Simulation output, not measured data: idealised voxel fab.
Title: Process Module voxel self aligned vias
This is section cut - it's 200 nm across, gridded in 5 nm square cells.
This document writes a cross-section as a grid whose cells are square, and gives it as bands, listed from the top down; one or more rows of cells form a band.
The band entry comprises the height of the band's top followed by the height of its bottom, expressed in nm, and subsequently the band's materials from left to right, each stated together with its width in nm. Where a single material is marked with the word "everywhere", that material fills the band from edge to edge. The word "air" represents empty space.
Basically, 0 is our baseline, since under it the wafer straight out of the box is all one material. The bottom band has no lower end and keeps on going down, so it looks like "top 0, no bottom".
Width spec "30 to 40" -> top row of cells at first value, bottom row at second value, equal per-row change in between.
It should be understood that the words "no alteration", when stated for a given step, signify that the cross-section underwent no change in any of its cells during that step.
"Fully sealed cavities" contains a list of empty spaces, each no smaller than 8 cells and without an open way to the top, written in the form width x height at distance with the distance from the left edge and all three in nm.
Where a step's line continues beyond its settings, the continuation is a remark by the simulator itself on that step.
What "overlay nm" on a step's line means: if the step has a mask, that mask lay this far to the right of its planned place, or, when the value is negative, to the left.
**Steps planned for the process**
1: RECEIVE with material Si
2: CONFORMAL_DEP with material SiO2, thk nm 10
3: CONFORMAL_DEP with material SiCN, thk nm 5
4: DIRECTIONAL_DEP with material lowk, thk nm 30
5: DIRECTIONAL_DEP with material aC, thk nm 15
6: PATTERN with tone open, mask id LINES, material resist, width nm 20, pitch nm 60, thk nm 35, overlay nm 0
7: DIRECTIONAL_ETCH with etch materials aC, depth nm 15
8: STRIP with etch materials resist
9: DIRECTIONAL_ETCH with etch materials lowk, depth nm 30
10: STRIP with etch materials aC
11: CONFORMAL_DEP with material TiN, thk nm 5
12: FILL_DEP with material W, thk nm 5
13: CMP with height nm 45
14: SELECTIVE_ETCH with etch materials W Ru TiN, depth nm 10
15: FILL_DEP with material SiN, thk nm 10
16: CMP with height nm 45
17: DIRECTIONAL_DEP with material lowk, thk nm 20
18: DIRECTIONAL_DEP with material aC, thk nm 10
19: PATTERN with tone open, mask id VIAS, material resist, width nm 30, thk nm 25, overlay nm 0
20: DIRECTIONAL_ETCH with etch materials aC, depth nm 10
21: STRIP with etch materials resist
22: DIRECTIONAL_ETCH with etch materials lowk, depth nm 20
23: DIRECTIONAL_ETCH with etch materials SiN, depth nm 10
24: STRIP with etch materials aC
25: CONFORMAL_DEP with material TiN, thk nm 5
26: FILL_DEP with material Ru, thk nm 5
27: CMP with height nm 65
28: CONFORMAL_DEP with material SiN, thk nm 5
**First of the two wafers, run per plan**
**Cross-section of the wafer at receipt, which is the condition after step 1**
  top 0, no bottom | Si everywhere
  Fully sealed cavities: none
**Wafer section view after processing step 2**
  top 10, bottom 0 | SiO2 everywhere
  Heights below 0 show no change.
**Wafer section view after processing step 3**
  top 15, bottom 10 | SiCN everywhere
  Heights below 10 show no change.
**Wafer section view after processing step 4**
  top 45, bottom 15 | lowk everywhere
  Heights below 15 show no change.
**Wafer section view after processing step 5**
  top 60, bottom 45 | aC everywhere
  Heights below 45 show no change.
**Wafer section view after processing step 6**
  top 95, bottom 60 | 60 nm resist / 20 nm air / 40 nm resist / 20 nm air / 60 nm resist
  Heights below 60 show no change.
**Wafer section view after processing step 7**
  top 80, bottom 60 | 60 nm resist / 20 nm air / 40 nm resist / 20 nm air / 60 nm resist
  top 60, bottom 45 | 60 nm aC / 20 nm air / 40 nm aC / 20 nm air / 60 nm aC
  Heights below 45 show no change.
**Wafer section view after processing step 8**
  top 60, bottom 45 | 60 nm aC / 20 nm air / 40 nm aC / 20 nm air / 60 nm aC
  Heights below 45 show no change.
**Wafer section view after processing step 9**
  top 60, bottom 45 | 60 nm aC / 20 nm air / 40 nm aC / 20 nm air / 60 nm aC
  top 45, bottom 15 | 60 nm lowk / 20 nm air / 40 nm lowk / 20 nm air / 60 nm lowk
  Heights below 15 show no change.
**Wafer section view after processing step 10**
  top 45, bottom 15 | 60 nm lowk / 20 nm air / 40 nm lowk / 20 nm air / 60 nm lowk
  Heights below 15 show no change.
**Wafer section view after processing step 11**
  top 50, bottom 45 | 65 nm TiN / 10 nm air / 50 nm TiN / 10 nm air / 65 nm TiN
  top 45, bottom 20 | 60 nm lowk / 5 nm TiN / 10 nm air / 5 nm TiN / 40 nm lowk / 5 nm TiN / 10 nm air / 5 nm TiN / 60 nm lowk
  top 20, bottom 15 | 60 nm lowk / 20 nm TiN / 40 nm lowk / 20 nm TiN / 60 nm lowk
  Heights below 15 show no change.
**Wafer section view after processing step 12**
  top 55, bottom 50 | W everywhere
  top 50, bottom 45 | 65 nm TiN / 10 nm W / 50 nm TiN / 10 nm W / 65 nm TiN
  top 45, bottom 20 | 60 nm lowk / 5 nm TiN / 10 nm W / 5 nm TiN / 40 nm lowk / 5 nm TiN / 10 nm W / 5 nm TiN / 60 nm lowk
  Heights below 20 show no change.
**Wafer section view after processing step 13**
  top 45, bottom 20 | 60 nm lowk / 5 nm TiN / 10 nm W / 5 nm TiN / 40 nm lowk / 5 nm TiN / 10 nm W / 5 nm TiN / 60 nm lowk
  Heights below 20 show no change.
**Wafer section view after processing step 14**
  top 45, bottom 35 | 60 nm lowk / 20 nm air / 40 nm lowk / 20 nm air / 60 nm lowk
  Heights below 35 show no change.
**Wafer section view after processing step 15**
  top 55, bottom 45 | SiN everywhere
  top 45, bottom 35 | 60 nm lowk / 20 nm SiN / 40 nm lowk / 20 nm SiN / 60 nm lowk
  Heights below 35 show no change.
**Wafer section view after processing step 16**
  top 45, bottom 35 | 60 nm lowk / 20 nm SiN / 40 nm lowk / 20 nm SiN / 60 nm lowk
  Heights below 35 show no change.
**Wafer section view after processing step 17**
  top 65, bottom 45 | lowk everywhere
  Heights below 45 show no change.
**Wafer section view after processing step 18**
  top 75, bottom 65 | aC everywhere
  Heights below 65 show no change.
**Wafer section view after processing step 19**
  top 100, bottom 75 | 55 nm resist / 30 nm air / 115 nm resist
  Heights below 75 show no change.
**Wafer section view after processing step 20**
  top 90, bottom 75 | 55 nm resist / 30 nm air / 115 nm resist
  top 75, bottom 65 | 55 nm aC / 30 nm air / 115 nm aC
  Heights below 65 show no change.
**Wafer section view after processing step 21**
  top 75, bottom 65 | 55 nm aC / 30 nm air / 115 nm aC
  Heights below 65 show no change.
**Wafer section view after processing step 22**
  top 75, bottom 65 | 55 nm aC / 30 nm air / 115 nm aC
  top 65, bottom 45 | 55 nm lowk / 30 nm air / 115 nm lowk
  Heights below 45 show no change.
**Wafer section view after processing step 23**
  top 75, bottom 65 | 55 nm aC / 30 nm air / 115 nm aC
  top 65, bottom 45 | 55 nm lowk / 30 nm air / 115 nm lowk
  top 45, bottom 35 | 60 nm lowk / 20 nm air / 40 nm lowk / 20 nm SiN / 60 nm lowk
  Heights below 35 show no change.
**Wafer section view after processing step 24**
  top 65, bottom 45 | 55 nm lowk / 30 nm air / 115 nm lowk
  Heights below 45 show no change.
**Wafer section view after processing step 25**
  top 70, bottom 65 | 60 nm TiN / 20 nm air / 120 nm TiN
  top 65, bottom 50 | 55 nm lowk / 5 nm TiN / 20 nm air / 5 nm TiN / 115 nm lowk
  top 50, bottom 45 | 55 nm lowk / 10 nm TiN / 10 nm air / 10 nm TiN / 115 nm lowk
  top 45, bottom 40 | 60 nm lowk / 5 nm TiN / 10 nm air / 5 nm TiN / 40 nm lowk / 20 nm SiN / 60 nm lowk
  top 40, bottom 35 | 60 nm lowk / 20 nm TiN / 40 nm lowk / 20 nm SiN / 60 nm lowk
  Heights below 35 show no change.
**Wafer section view after processing step 26**
  top 75, bottom 70 | Ru everywhere
  top 70, bottom 65 | 60 nm TiN / 20 nm Ru / 120 nm TiN
  top 65, bottom 50 | 55 nm lowk / 5 nm TiN / 20 nm Ru / 5 nm TiN / 115 nm lowk
  top 50, bottom 45 | 55 nm lowk / 10 nm TiN / 10 nm Ru / 10 nm TiN / 115 nm lowk
  top 45, bottom 40 | 60 nm lowk / 5 nm TiN / 10 nm Ru / 5 nm TiN / 40 nm lowk / 20 nm SiN / 60 nm lowk
  Heights below 40 show no change.
**Wafer section view after processing step 27**
  top 65, bottom 50 | 55 nm lowk / 5 nm TiN / 20 nm Ru / 5 nm TiN / 115 nm lowk
  Heights below 50 show no change.
**Wafer section view after processing step 28**
  top 70, bottom 65 | SiN everywhere
  Heights below 65 show no change.
**It is to be noted that the second wafer proceeded from the same initial state and according to the same plan as the first, although one mistake was committed in its execution; through step 21, inclusive, the two wafers share an identical history**
**Cross-section, second wafer, at the end time the plan gives for step 22**
  top 75, bottom 65 | 55 nm aC / 30 nm air / 115 nm aC
  top 65, bottom 45 | 55 nm lowk / 30 nm air / 115 nm lowk
  top 45, bottom 35 | 55 nm lowk / 5 nm air / 20 nm SiN / 5 nm air / 35 nm lowk / 20 nm SiN / 60 nm lowk
  top 35, bottom 25 | 55 nm lowk / 5 nm air / 5 nm TiN / 10 nm W / 5 nm TiN / 5 nm air / 35 nm lowk / 5 nm TiN / 10 nm W / 5 nm TiN / 60 nm lowk
  Heights below 25 show no change.
**Cross-section, second wafer, at the end time the plan gives for step 23**
  top 75, bottom 65 | 55 nm aC / 30 nm air / 115 nm aC
  top 65, bottom 45 | 55 nm lowk / 30 nm air / 115 nm lowk
  top 45, bottom 35 | 55 nm lowk / 30 nm air / 35 nm lowk / 20 nm SiN / 60 nm lowk
  Heights below 35 show no change.
**Cross-section, second wafer, at the end time the plan gives for step 24**
  top 65, bottom 45 | 55 nm lowk / 30 nm air / 115 nm lowk
  Heights below 45 show no change.
**Cross-section, second wafer, at the end time the plan gives for step 25**
  top 70, bottom 65 | 60 nm TiN / 20 nm air / 120 nm TiN
  top 65, bottom 45 | 55 nm lowk / 5 nm TiN / 20 nm air / 5 nm TiN / 115 nm lowk
  top 45, bottom 40 | 55 nm lowk / 5 nm TiN / 20 nm air / 5 nm TiN / 35 nm lowk / 20 nm SiN / 60 nm lowk
  top 40, bottom 35 | 55 nm lowk / 30 nm TiN / 35 nm lowk / 20 nm SiN / 60 nm lowk
  top 35, bottom 25 | 55 nm lowk / 10 nm TiN / 10 nm W / 10 nm TiN / 35 nm lowk / 5 nm TiN / 10 nm W / 5 nm TiN / 60 nm lowk
  Heights below 25 show no change.
**Cross-section, second wafer, at the end time the plan gives for step 26**
  top 75, bottom 70 | Ru everywhere
  top 70, bottom 65 | 60 nm TiN / 20 nm Ru / 120 nm TiN
  top 65, bottom 45 | 55 nm lowk / 5 nm TiN / 20 nm Ru / 5 nm TiN / 115 nm lowk
  top 45, bottom 40 | 55 nm lowk / 5 nm TiN / 20 nm Ru / 5 nm TiN / 35 nm lowk / 20 nm SiN / 60 nm lowk
  Heights below 40 show no change.
**Cross-section, second wafer, at the end time the plan gives for step 27**
  top 65, bottom 45 | 55 nm lowk / 5 nm TiN / 20 nm Ru / 5 nm TiN / 115 nm lowk
  Heights below 45 show no change.
**Cross-section, second wafer, at the end time the plan gives for step 28**
  top 70, bottom 65 | SiN everywhere
  Heights below 65 show no change.
Processing error: step 22 of the plan was performed twice
Final tally in cells, some materials are higher or lower on the second wafer than on the first: +4 Ru; +4 TiN; -8 lowk
